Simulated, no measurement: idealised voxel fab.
voxel quadruple lines: a process module
165 nm wide, 5 nm square cells: that's cross-section cut.
Square cells in a grid make up a cross-section in this document, and the grid is given as bands, listed from the top down, each one or more rows of cells. In this notation a band is specified by the heights of its top and bottom, in that order and in nm, after which its materials appear from left to right, each paired with its width in nm. The word "throughout" attached to a single material means that material fills the band from edge to edge; the word "empty" stands for empty space. Beneath 0, the wafer as received is one material, and that level is where height counting begins. The lowest band goes on downward without a bottom; it is written like "0 and below". You'd read "30 to 40" like this: the band's top row of cells is as wide as the first number, its bottom row is as wide as the second, and going down, every row changes width by the same amount as the row before did. Where a step carries "no modification", the cross-section came out of it unchanged, cell for cell. The label "Trapped void list" introduces a list of the empty spaces, 8 cells or larger, that have no open way up to the top; each entry in it reads width x height at distance, where the distance is taken from the left edge and all three are stated in nm. What comes after the settings on a step's line is commentary from the simulator itself on that step. You can add "overlay nm" to a step's line. For a step with a mask, it describes how far the mask lay to the right of its planned position, and a negative number describes a lay to the left.
These are the steps we planned for the process
1: RECEIVE, material Si
2: CONFORMAL_DEP, material SiO2, thk nm 10
3: DIRECTIONAL_DEP, material TiN, thk nm 15
4: DIRECTIONAL_DEP, material polySi, thk nm 5
5: DIRECTIONAL_DEP, material aC, thk nm 20
6: PATTERN, tone cover, mask id MANDREL, material resist, width nm 25, thk nm 30, overlay nm 0
7: DIRECTIONAL_ETCH, etch materials aC, depth nm 20
8: STRIP, etch materials resist
9: CONFORMAL_DEP, material SiO2, thk nm 15
10: DIRECTIONAL_ETCH, etch materials SiO2, depth nm 15
11: STRIP, etch materials aC
12: DIRECTIONAL_ETCH, etch materials polySi, depth nm 15
13: STRIP, etch materials SiO2
14: CONFORMAL_DEP, material SiCN, thk nm 5
15: DIRECTIONAL_ETCH, etch materials SiCN, depth nm 5
16: STRIP, etch materials polySi
17: DIRECTIONAL_ETCH, etch materials TiN, depth nm 15
18: STRIP, etch materials SiCN
The wafers are alike at the start. At step 4, their thk nm differs. The plan lists the first wafer's value.
Cross-section of the first of several received wafers, showing its state after step 1
  0 and below | Si throughout
  Trapped void list: none
So in this table every wafer gets its own row, and what you see is where it stands at the end of the module: for each material, how many cells it picked up (+) or gave up (-) since we received it, and after that its closed voids
thk nm 5, +66 SiO2, +12 TiN, Trapped void list: none
thk nm 10, +66 SiO2, +12 TiN, Trapped void list: none
thk nm 15, +66 SiO2, +12 TiN, Trapped void list: none
thk nm 20, +66 SiO2, Trapped void list: none
thk nm 25, +66 SiO2, Trapped void list: none
thk nm 30, +66 SiO2, Trapped void list: none
